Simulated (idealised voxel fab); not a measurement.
The process module presented herein is designated voxel tone inversion.
Cross-section cut spans 220 nm and uses square cells 5 nm in size.
A cross-section in this document is a grid of square cells, and it is written down as bands, the top band listed before the ones below it; a band is made up of one or more rows of cells. Band: top height; bottom height; in nm. Then, left to right: material with width in nm, for each material. "edge to edge": a single material spanning edge to edge. "air": empty space. Below 0: as-received wafer, all one material; heights counted from there. Lowest band: no bottom, goes on down, written "0 nm and below". The expression "30 to 40" gives the width at the extremes of the band, the first number at its top row of cells and the second at its bottom row, with the width changing by equal amounts from each row to the next in between. Where the words "no change occurred" appear for a step, the cross-section shows no cell changed by that step; every cell remained as before. Heads up: "Enclosed cavity list" only lists the empty pockets with no open path to the top that are 8 cells or more, and it writes them as width x height at distance, distance from the left edge, in nm. Note: text after step settings on the step line = simulator remark on that step. overlay nm: how far to the right of its planned place the mask lay on this masked step (negative: to the left).
### Process steps - plan
1) RECEIVE with material Si
2) CONFORMAL_DEP with material SiN, thk nm 5
3) DIRECTIONAL_DEP with material aC, thk nm 20
4) PATTERN with tone cover, mask id POSTS, material resist, width nm 20, pitch nm 40, thk nm 30, overlay nm 0
5) DIRECTIONAL_ETCH with etch materials aC, depth nm 20
6) STRIP with etch materials resist
7) FILL_DEP with material lowk, thk nm 5
8) CMP with height nm 25
9) STRIP with etch materials aC
10) CONFORMAL_DEP with material TiN, thk nm 5
11) FILL_DEP with material Cu, thk nm 10
12) CMP with height nm 25
13) CONFORMAL_DEP with material SiCN, thk nm 5
### On the first of the two wafers: run conducted according to plan
### As received (post step 1): cross-section
	0 nm and below  Si edge to edge
	Enclosed cavity list: none
### Cross-section: wafer state after step 2
	5 nm to 0 nm  SiN edge to edge
	Lower than 0, everything is as it was.
### Cross-section: wafer state after step 3
	25 nm to 5 nm  aC edge to edge
	Lower than 5, everything is as it was.
### Cross-section: wafer state after step 4
	55 nm to 25 nm  80 nm air, 20 nm resist, 20 nm air, 20 nm resist, 80 nm air
	Lower than 25, everything is as it was.
### Cross-section: wafer state after step 5
	35 nm to 25 nm  80 nm air, 20 nm resist, 20 nm air, 20 nm resist, 80 nm air
	25 nm to 5 nm  80 nm air, 20 nm aC, 20 nm air, 20 nm aC, 80 nm air
	Lower than 5, everything is as it was.
### Cross-section: wafer state after step 6
	25 nm to 5 nm  80 nm air, 20 nm aC, 20 nm air, 20 nm aC, 80 nm air
	Lower than 5, everything is as it was.
### Cross-section: wafer state after step 7
	30 nm to 25 nm  lowk edge to edge
	25 nm to 5 nm  80 nm lowk, 20 nm aC, 20 nm lowk, 20 nm aC, 80 nm lowk
	Lower than 5, everything is as it was.
### Cross-section: wafer state after step 8
	25 nm to 5 nm  80 nm lowk, 20 nm aC, 20 nm lowk, 20 nm aC, 80 nm lowk
	Lower than 5, everything is as it was.
### Cross-section: wafer state after step 9
	25 nm to 5 nm  80 nm lowk, 20 nm air, 20 nm lowk, 20 nm air, 80 nm lowk
	Lower than 5, everything is as it was.
### Cross-section: wafer state after step 10
	30 nm to 25 nm  85 nm TiN, 10 nm air, 30 nm TiN, 10 nm air, 85 nm TiN
	25 nm to 10 nm  80 nm lowk, 5 nm TiN, 10 nm air, 5 nm TiN, 20 nm lowk, 5 nm TiN, 10 nm air, 5 nm TiN, 80 nm lowk
	10 nm to 5 nm  80 nm lowk, 20 nm TiN, 20 nm lowk, 20 nm TiN, 80 nm lowk
	Lower than 5, everything is as it was.
### Cross-section: wafer state after step 11
	40 nm to 30 nm  Cu edge to edge
	30 nm to 25 nm  85 nm TiN, 10 nm Cu, 30 nm TiN, 10 nm Cu, 85 nm TiN
	25 nm to 10 nm  80 nm lowk, 5 nm TiN, 10 nm Cu, 5 nm TiN, 20 nm lowk, 5 nm TiN, 10 nm Cu, 5 nm TiN, 80 nm lowk
	Lower than 10, everything is as it was.
### Cross-section: wafer state after step 12
	25 nm to 10 nm  80 nm lowk, 5 nm TiN, 10 nm Cu, 5 nm TiN, 20 nm lowk, 5 nm TiN, 10 nm Cu, 5 nm TiN, 80 nm lowk
	Lower than 10, everything is as it was.
### Cross-section: wafer state after step 13
	30 nm to 25 nm  SiCN edge to edge
	Lower than 25, everything is as it was.
### Companion wafer, the second of two: same beginning, same intended sequence, one mistake in carrying it out; through step 1 inclusive it tracks the first exactly
Second wafer at the planned finish of step 2, seen in cross-section: no change occurred
### Second wafer at the planned finish of step 3, seen in cross-section
	20 nm to 0 nm  aC edge to edge
	Lower than 0, everything is as it was.
### Second wafer at the planned finish of step 4, seen in cross-section
	50 nm to 20 nm  80 nm air, 20 nm resist, 20 nm air, 20 nm resist, 80 nm air
	Lower than 20, everything is as it was.
### Second wafer at the planned finish of step 5, seen in cross-section
	30 nm to 20 nm  80 nm air, 20 nm resist, 20 nm air, 20 nm resist, 80 nm air
	20 nm to 0 nm  80 nm air, 20 nm aC, 20 nm air, 20 nm aC, 80 nm air
	Lower than 0, everything is as it was.
### Second wafer at the planned finish of step 6, seen in cross-section
	20 nm to 0 nm  80 nm air, 20 nm aC, 20 nm air, 20 nm aC, 80 nm air
	Lower than 0, everything is as it was.
### Second wafer at the planned finish of step 7, seen in cross-section
	25 nm to 20 nm  lowk edge to edge
	20 nm to 0 nm  80 nm lowk, 20 nm aC, 20 nm lowk, 20 nm aC, 80 nm lowk
	Lower than 0, everything is as it was.
Second wafer at the planned finish of step 8, seen in cross-section: no change occurred
Second wafer at the planned finish of step 9, seen in cross-section: no change occurred
### Second wafer at the planned finish of step 10, seen in cross-section
	30 nm to 25 nm  TiN edge to edge
	Lower than 25, everything is as it was.
### Second wafer at the planned finish of step 11, seen in cross-section
	40 nm to 30 nm  Cu edge to edge
	Lower than 30, everything is as it was.
### Second wafer at the planned finish of step 12, seen in cross-section
	25 nm to 20 nm  lowk edge to edge
	Lower than 20, everything is as it was.
### Second wafer at the planned finish of step 13, seen in cross-section
	30 nm to 25 nm  SiCN edge to edge
	Lower than 25, everything is as it was.
Finding, execution versus plan: step 2 in the plan did not get run; it was skipped
Final cells, second wafer relative to first, materials higher or lower: 12 fewer of Cu, 44 fewer of SiN, 20 fewer of TiN, 32 more of aC, 44 more of lowk
